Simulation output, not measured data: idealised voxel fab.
Process module name: voxel double patterning
cross-section cut | 150 nm wide | cells 5 nm
Heads up, the way a cross-section reads in here is a grid of square cells, handed over as bands from the top down, with every band being one or more rows of cells.
Heads up on the band format: heights come first, top then bottom, in nm. After that it's the materials left to right, each with its width in nm. A single material flagged "full width" fills the whole band edge to edge, and "empty" means there's empty space there.
Beneath 0, the wafer as received is one material, and that level is where height counting begins. The lowest band goes on downward without a bottom; it is written like "0 and below".
A width given as "30 to 40" starts at the first number in the band's top row and ends at the second number in its bottom row, shifting by an equal amount at every step from row to row.
A step reported as "no change occurred" is a step in which no cell of the cross-section changed.
Look at "Voids, sealed" for the closed voids: empty spaces with no open path to the top, sized 8 cells or up. Each is width x height at distance, distance from the left edge, all nm.
Where a step's line continues beyond its settings, the continuation is a remark by the simulator itself on that step.
If you see "overlay nm" on a step's line and that step has a mask, it's telling you how far right of where it was planned the mask ended up; a negative number means it went left instead.
Planned step list for the process
1,RECEIVE, material Si
2,CONFORMAL_DEP, material SiO2, thk nm 10
3,DIRECTIONAL_DEP, material TiN, thk nm 10
4,DIRECTIONAL_DEP, material SiN, thk nm 5
5,MASKED_ETCH, tone open, mask id FIRST, width nm 15, pitch nm 50, etch materials SiN, depth nm 5, overlay nm 0
6,DIRECTIONAL_DEP, material aC, thk nm 15
7,PATTERN, tone open, mask id SECOND, material resist, width nm 15, pitch nm 50, thk nm 35, overlay nm 0
8,DIRECTIONAL_ETCH, etch materials aC, depth nm 15
9,STRIP, etch materials resist
10,DIRECTIONAL_ETCH, etch materials SiN, depth nm 5
11,STRIP, etch materials aC
12,DIRECTIONAL_ETCH, etch materials TiN, depth nm 10
13,STRIP, etch materials SiN
Here's what the wafer looked like in cross-section when it arrived - that's after step 1
	0 and below  Si full width
	Voids, sealed: none
As-planned run: cross-section of the first of two wafers at end of module
	20 down to 10  TiN 15; empty 15; TiN 10; empty 15; TiN 10; empty 15; TiN 10; empty 15; TiN 10; empty 15; TiN 20
	10 down to 0  SiO2 full width
	0 and below  Si full width
	Voids, sealed: none
Cross-sectional view of the second of two wafers upon completion of the module. This wafer shared its starting condition and process plan with the first; one error was made during its execution
	20 down to 10  SiO2 full width
	10 down to 0  TiN full width
	0 and below  Si full width
	Voids, sealed: none
Processing error: order of steps 2 and 3 inverted relative to the plan
End check, counted in cells, second wafer has more or fewer of these materials than the first: 30 more of TiN
